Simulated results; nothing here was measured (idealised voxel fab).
process module | voxel gate over fins
cross-section cut | 215 nm wide | cells 5 nm
A cross-section is a grid of square cells, given in bands from the top down. A band is one or more rows of cells.
Each band's line starts with the height of the band's top and of its bottom, in nm. Then come its materials from left to right, each with its width in nm. One material with "throughout" fills the band from edge to edge. "air" is empty space.
Height 0 is the level under which the wafer as received is all one material. The lowest band goes on downwards, as in "0 down".
A width such as "30 to 40" changes by the same amount from each row of cells to the next, from the band's top row to its bottom row.
"no change" after a step means that no cell of the cross-section changed.
closed voids: empty space of 8 cells or more with no open way to the top, each as width x height at its distance from the left edge, in nm
after a step's settings: what the simulator itself notes on the step
overlay nm, on a step with a mask: how far to the right of its planned place the mask lay; to the left if negative
plan
1 op RECEIVE | material Si
2 op CONFORMAL_DEP | material SiN | thk nm 10
3 op PATTERN | tone cover | mask id FINS | material resist | width nm 15 | pitch nm 40 | thk nm 15 | overlay nm 0
4 op DIRECTIONAL_ETCH | etch materials SiN | depth nm 10
5 op DIRECTIONAL_ETCH | etch materials Si | depth nm 40
6 op STRIP | etch materials resist
7 op FILL_DEP | material SiO2 | thk nm 15
8 op CMP | height nm 10
9 op SELECTIVE_ETCH | etch materials SiO2 | depth nm 20
10 op STRIP | etch materials SiN
11 op CONFORMAL_DEP | material HfO2 | thk nm 5
12 op CONFORMAL_DEP | material TiN | thk nm 5
13 op CONFORMAL_DEP | material TiAl | thk nm 5
14 op CONFORMAL_DEP | material TiN | thk nm 5
15 op FILL_DEP | material W | thk nm 15
16 op CMP | height nm 30
17 op CONFORMAL_DEP | material SiN | thk nm 10
first wafer, as planned
as received, after step 1
  0 down: Si throughout
  closed voids: none
after step 2
  10 to 0: SiN throughout
  below 0: unchanged
after step 3
  25 to 10: air 40 | resist 15 | air 25 | resist 15 | air 25 | resist 15 | air 25 | resist 15 | air 40
  below 10: unchanged
after step 4
  25 to 10: air 40 | resist 15 | air 25 | resist 15 | air 25 | resist 15 | air 25 | resist 15 | air 40
  10 to 0: air 40 | SiN 15 | air 25 | SiN 15 | air 25 | SiN 15 | air 25 | SiN 15 | air 40
  below 0: unchanged
after step 5
  25 to 10: air 40 | resist 15 | air 25 | resist 15 | air 25 | resist 15 | air 25 | resist 15 | air 40
  10 to 0: air 40 | SiN 15 | air 25 | SiN 15 | air 25 | SiN 15 | air 25 | SiN 15 | air 40
  0 to -40: air 40 | Si 15 | air 25 | Si 15 | air 25 | Si 15 | air 25 | Si 15 | air 40
  below -40: unchanged
after step 6
  10 to 0: air 40 | SiN 15 | air 25 | SiN 15 | air 25 | SiN 15 | air 25 | SiN 15 | air 40
  below 0: unchanged
after step 7
  25 to 10: SiO2 throughout
  10 to 0: SiO2 40 | SiN 15 | SiO2 25 | SiN 15 | SiO2 25 | SiN 15 | SiO2 25 | SiN 15 | SiO2 40
  0 to -40: SiO2 40 | Si 15 | SiO2 25 | Si 15 | SiO2 25 | Si 15 | SiO2 25 | Si 15 | SiO2 40
  below -40: unchanged
after step 8
  10 to 0: SiO2 40 | SiN 15 | SiO2 25 | SiN 15 | SiO2 25 | SiN 15 | SiO2 25 | SiN 15 | SiO2 40
  below 0: unchanged
after step 9
  10 to 0: air 40 | SiN 15 | air 25 | SiN 15 | air 25 | SiN 15 | air 25 | SiN 15 | air 40
  0 to -10: air 40 | Si 15 | air 25 | Si 15 | air 25 | Si 15 | air 25 | Si 15 | air 40
  below -10: unchanged
after step 10
  0 to -10: air 40 | Si 15 | air 25 | Si 15 | air 25 | Si 15 | air 25 | Si 15 | air 40
  below -10: unchanged
after step 11
  5 to 0: air 35 | HfO2 25 | air 15 | HfO2 25 | air 15 | HfO2 25 | air 15 | HfO2 25 | air 35
  0 to -5: air 35 | HfO2 5 | Si 15 | HfO2 5 | air 15 | HfO2 5 | Si 15 | HfO2 5 | air 15 | HfO2 5 | Si 15 | HfO2 5 | air 15 | HfO2 5 | Si 15 | HfO2 5 | air 35
  -5 to -10: HfO2 40 | Si 15 | HfO2 25 | Si 15 | HfO2 25 | Si 15 | HfO2 25 | Si 15 | HfO2 40
  below -10: unchanged
after step 12
  10 to 5: air 30 | TiN 35 | air 5 | TiN 35 | air 5 | TiN 35 | air 5 | TiN 35 | air 30
  5 to 0: air 30 | TiN 5 | HfO2 25 | TiN 5 | air 5 | TiN 5 | HfO2 25 | TiN 5 | air 5 | TiN 5 | HfO2 25 | TiN 5 | air 5 | TiN 5 | HfO2 25 | TiN 5 | air 30
  0 to -5: TiN 35 | HfO2 5 | Si 15 | HfO2 5 | TiN 15 | HfO2 5 | Si 15 | HfO2 5 | TiN 15 | HfO2 5 | Si 15 | HfO2 5 | TiN 15 | HfO2 5 | Si 15 | HfO2 5 | TiN 35
  below -5: unchanged
after step 13
  15 to 10: air 25 | TiAl 165 | air 25
  10 to 5: air 25 | TiAl 5 | TiN 35 | TiAl 5 | TiN 35 | TiAl 5 | TiN 35 | TiAl 5 | TiN 35 | TiAl 5 | air 25
  5 to 0: TiAl 30 | TiN 5 | HfO2 25 | TiN 5 | TiAl 5 | TiN 5 | HfO2 25 | TiN 5 | TiAl 5 | TiN 5 | HfO2 25 | TiN 5 | TiAl 5 | TiN 5 | HfO2 25 | TiN 5 | TiAl 30
  below 0: unchanged
after step 14
  20 to 15: air 20 | TiN 175 | air 20
  15 to 10: air 20 | TiN 5 | TiAl 165 | TiN 5 | air 20
  10 to 5: TiN 25 | TiAl 5 | TiN 35 | TiAl 5 | TiN 35 | TiAl 5 | TiN 35 | TiAl 5 | TiN 35 | TiAl 5 | TiN 25
  below 5: unchanged
after step 15
  35 to 20: W throughout
  20 to 15: W 20 | TiN 175 | W 20
  15 to 10: W 20 | TiN 5 | TiAl 165 | TiN 5 | W 20
  below 10: unchanged
after step 16
  30 to 20: W throughout
  below 20: unchanged
after step 17
  40 to 30: SiN throughout
  below 30: unchanged
second wafer: like start, like plan, one mistake. Through step 8 it matches the first wafer
when step 9 should have ended
  10 to 0: SiO2 40 | air 15 | SiO2 25 | air 15 | SiO2 25 | air 15 | SiO2 25 | air 15 | SiO2 40
  below 0: unchanged
when step 10 should have ended
  0 to -10: air 40 | Si 15 | air 25 | Si 15 | air 25 | Si 15 | air 25 | Si 15 | air 40
  -10 to -20: SiO2 20 | air 20 | Si 15 | air 25 | Si 15 | air 25 | Si 15 | air 25 | Si 15 | air 20 | SiO2 20
  below -20: unchanged
when step 11 should have ended
  5 to 0: air 35 | HfO2 25 | air 15 | HfO2 25 | air 15 | HfO2 25 | air 15 | HfO2 25 | air 35
  0 to -5: air 35 | HfO2 5 | Si 15 | HfO2 5 | air 15 | HfO2 5 | Si 15 | HfO2 5 | air 15 | HfO2 5 | Si 15 | HfO2 5 | air 15 | HfO2 5 | Si 15 | HfO2 5 | air 35
  -5 to -10: HfO2 25 | air 10 | HfO2 5 | Si 15 | HfO2 5 | air 15 | HfO2 5 | Si 15 | HfO2 5 | air 15 | HfO2 5 | Si 15 | HfO2 5 | air 15 | HfO2 5 | Si 15 | HfO2 5 | air 10 | HfO2 25
  -10 to -15: SiO2 20 | HfO2 5 | air 10 | HfO2 5 | Si 15 | HfO2 5 | air 15 | HfO2 5 | Si 15 | HfO2 5 | air 15 | HfO2 5 | Si 15 | HfO2 5 | air 15 | HfO2 5 | Si 15 | HfO2 5 | air 10 | HfO2 5 | SiO2 20
  -15 to -20: SiO2 20 | HfO2 20 | Si 15 | HfO2 25 | Si 15 | HfO2 25 | Si 15 | HfO2 25 | Si 15 | HfO2 20 | SiO2 20
  below -20: unchanged
when step 12 should have ended
  10 to 5: air 30 | TiN 35 | air 5 | TiN 35 | air 5 | TiN 35 | air 5 | TiN 35 | air 30
  5 to 0: air 30 | TiN 5 | HfO2 25 | TiN 5 | air 5 | TiN 5 | HfO2 25 | TiN 5 | air 5 | TiN 5 | HfO2 25 | TiN 5 | air 5 | TiN 5 | HfO2 25 | TiN 5 | air 30
  0 to -5: TiN 35 | HfO2 5 | Si 15 | HfO2 5 | TiN 5 | air 5 | TiN 5 | HfO2 5 | Si 15 | HfO2 5 | TiN 5 | air 5 | TiN 5 | HfO2 5 | Si 15 | HfO2 5 | TiN 5 | air 5 | TiN 5 | HfO2 5 | Si 15 | HfO2 5 | TiN 35
  -5 to -10: HfO2 25 | TiN 10 | HfO2 5 | Si 15 | HfO2 5 | TiN 5 | air 5 | TiN 5 | HfO2 5 | Si 15 | HfO2 5 | TiN 5 | air 5 | TiN 5 | HfO2 5 | Si 15 | HfO2 5 | TiN 5 | air 5 | TiN 5 | HfO2 5 | Si 15 | HfO2 5 | TiN 10 | HfO2 25
  -10 to -15: SiO2 20 | HfO2 5 | TiN 10 | HfO2 5 | Si 15 | HfO2 5 | TiN 15 | HfO2 5 | Si 15 | HfO2 5 | TiN 15 | HfO2 5 | Si 15 | HfO2 5 | TiN 15 | HfO2 5 | Si 15 | HfO2 5 | TiN 10 | HfO2 5 | SiO2 20
  below -15: unchanged
when step 13 should have ended
  15 to 10: air 25 | TiAl 165 | air 25
  10 to 5: air 25 | TiAl 5 | TiN 35 | TiAl 5 | TiN 35 | TiAl 5 | TiN 35 | TiAl 5 | TiN 35 | TiAl 5 | air 25
  5 to 0: TiAl 30 | TiN 5 | HfO2 25 | TiN 5 | TiAl 5 | TiN 5 | HfO2 25 | TiN 5 | TiAl 5 | TiN 5 | HfO2 25 | TiN 5 | TiAl 5 | TiN 5 | HfO2 25 | TiN 5 | TiAl 30
  0 to -5: TiN 35 | HfO2 5 | Si 15 | HfO2 5 | TiN 5 | TiAl 5 | TiN 5 | HfO2 5 | Si 15 | HfO2 5 | TiN 5 | TiAl 5 | TiN 5 | HfO2 5 | Si 15 | HfO2 5 | TiN 5 | TiAl 5 | TiN 5 | HfO2 5 | Si 15 | HfO2 5 | TiN 35
  -5 to -10: HfO2 25 | TiN 10 | HfO2 5 | Si 15 | HfO2 5 | TiN 5 | TiAl 5 | TiN 5 | HfO2 5 | Si 15 | HfO2 5 | TiN 5 | TiAl 5 | TiN 5 | HfO2 5 | Si 15 | HfO2 5 | TiN 5 | TiAl 5 | TiN 5 | HfO2 5 | Si 15 | HfO2 5 | TiN 10 | HfO2 25
  below -10: unchanged
when step 14 should have ended
  20 to 15: air 20 | TiN 175 | air 20
  15 to 10: air 20 | TiN 5 | TiAl 165 | TiN 5 | air 20
  10 to 5: TiN 25 | TiAl 5 | TiN 35 | TiAl 5 | TiN 35 | TiAl 5 | TiN 35 | TiAl 5 | TiN 35 | TiAl 5 | TiN 25
  below 5: unchanged
when step 15 should have ended
  35 to 20: W throughout
  20 to 15: W 20 | TiN 175 | W 20
  15 to 10: W 20 | TiN 5 | TiAl 165 | TiN 5 | W 20
  below 10: unchanged
when step 16 should have ended
  30 to 20: W throughout
  below 20: unchanged
when step 17 should have ended
  40 to 30: SiN throughout
  below 30: unchanged
what went wrong: steps 9 and 10 were swapped
at the end the second wafer has, in cells: 20 more of HfO2 | 46 fewer of SiO2 | 6 more of TiAl | 20 more of TiN
